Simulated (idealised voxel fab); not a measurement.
Proc. module: voxel self aligned contacts
215 nm wide, 5 nm square cells: that's cross-section cut.
Cross-section spec: square-cell grid; bands listed top down; each band is one or more rows.
For a band, the entry starts with two heights in nm, that of the top and then that of the bottom, and carries on with the band's materials in order from left to right, each alongside its width in nm; the word "full width" beside a single material means it fills the band edge to edge, and "empty" means empty space.
Basically, 0 is our baseline, since under it the wafer straight out of the box is all one material. The bottom band has no lower end and keeps on going down, so it looks like "0 down".
Read "30 to 40" as a graded width: first number on top, second number at the bottom, same change between each pair of neighbouring rows.
When a step is marked "stayed the same", none of the cells in the cross-section changed during that step.
Basically, "Closed internal cavities" tells you about the enclosed voids: empty spaces with no open way to the top, 8 cells or bigger, each written width x height at distance, where distance is from the left edge, all in nm.
Heads up: the bit after the settings on a step's line is the simulator's remark on that step.
overlay nm: for a step with a mask, the amount by which the mask lay right of where it was planned; a negative amount means left of it.
-- plan
| 1 | RECEIVE (material Si) |
| 2 | OXIDIZE (depth nm 5) |
| 3 | DIRECTIONAL_DEP (material polySi; thk nm 20) |
| 4 | DIRECTIONAL_DEP (material SiN; thk nm 20) |
| 5 | MASKED_ETCH (tone cover; mask id GATE; width nm 30; pitch nm 55; etch materials SiN; depth nm 20; overlay nm 0) |
| 6 | MASKED_ETCH (tone cover; mask id GATE; width nm 30; pitch nm 55; etch materials polySi; depth nm 20; overlay nm 0) |
| 7 | CONFORMAL_DEP (material SiN; thk nm 5) |
| 8 | DIRECTIONAL_ETCH (etch materials SiN; depth nm 5) |
| 9 | FILL_DEP (material SiO2; thk nm 15) |
| 10 | CMP (height nm 50) |
| 11 | MASKED_ETCH (tone open; mask id CONTACT; width nm 35; etch materials SiO2; depth nm 55; overlay nm 0) |
| 12 | CONFORMAL_DEP (material TiN; thk nm 5) |
| 13 | FILL_DEP (material Ru; thk nm 10) |
| 14 | CMP (height nm 50) |
| 15 | CONFORMAL_DEP (material SiCN; thk nm 5) |
-- Cross-section of the wafer as it came to us, i.e., already through step 1
* 0 down = Si full width
* Closed internal cavities: none
-- Looking at the first of two wafers in cross-section at end of module - ran to plan
* 55 to 50 = SiCN full width
* 50 to 40 = SiO2: 90; TiN: 5 to 15; Ru: 25 to 5; TiN: 5 to 15; SiO2: 90
* 40 to 20 = SiO2: 60; SiN: 40; TiN: 5; Ru: 5; TiN: 5; SiN: 40; SiO2: 60
* 20 to 0 = SiO2: 60; SiN: 5; polySi: 30; SiN: 5; TiN: 5; Ru: 5; TiN: 5; SiN: 5; polySi: 30; SiN: 5; SiO2: 60
* 0 to -5 = SiO2: 100; TiN: 15; SiO2: 100
* -5 down = Si full width
* Closed internal cavities: none
-- Second wafer through the module, sectioned at the end: same beginning and same plan as the first wafer, with one mistake in carrying it out
* 55 to 50 = SiCN full width
* 50 to 40 = SiO2: 60; SiN: 40; TiN: 5; Ru: 5; TiN: 5; SiN: 40; SiO2: 60
* 40 to 25 = SiO2: 60; SiN: 5; polySi: 30; SiN: 5; TiN: 5; Ru: 5; TiN: 5; SiN: 5; polySi: 30; SiN: 5; SiO2: 60
* 25 to 20 = SiO2: 60; SiN: 5; polySi: 30; SiN: 5; TiN: 15; SiN: 5; polySi: 30; SiN: 5; SiO2: 60
* 20 to 0 = polySi full width
* 0 to -5 = SiO2 full width
* -5 down = Si full width
* Closed internal cavities: none
Error vs. plan: step 3 was run twice
The second wafer ends with more or fewer cells of some materials than the first, per final count: -9 Ru; -32 SiN; -117 SiO2; -14 TiN; +172 polySi
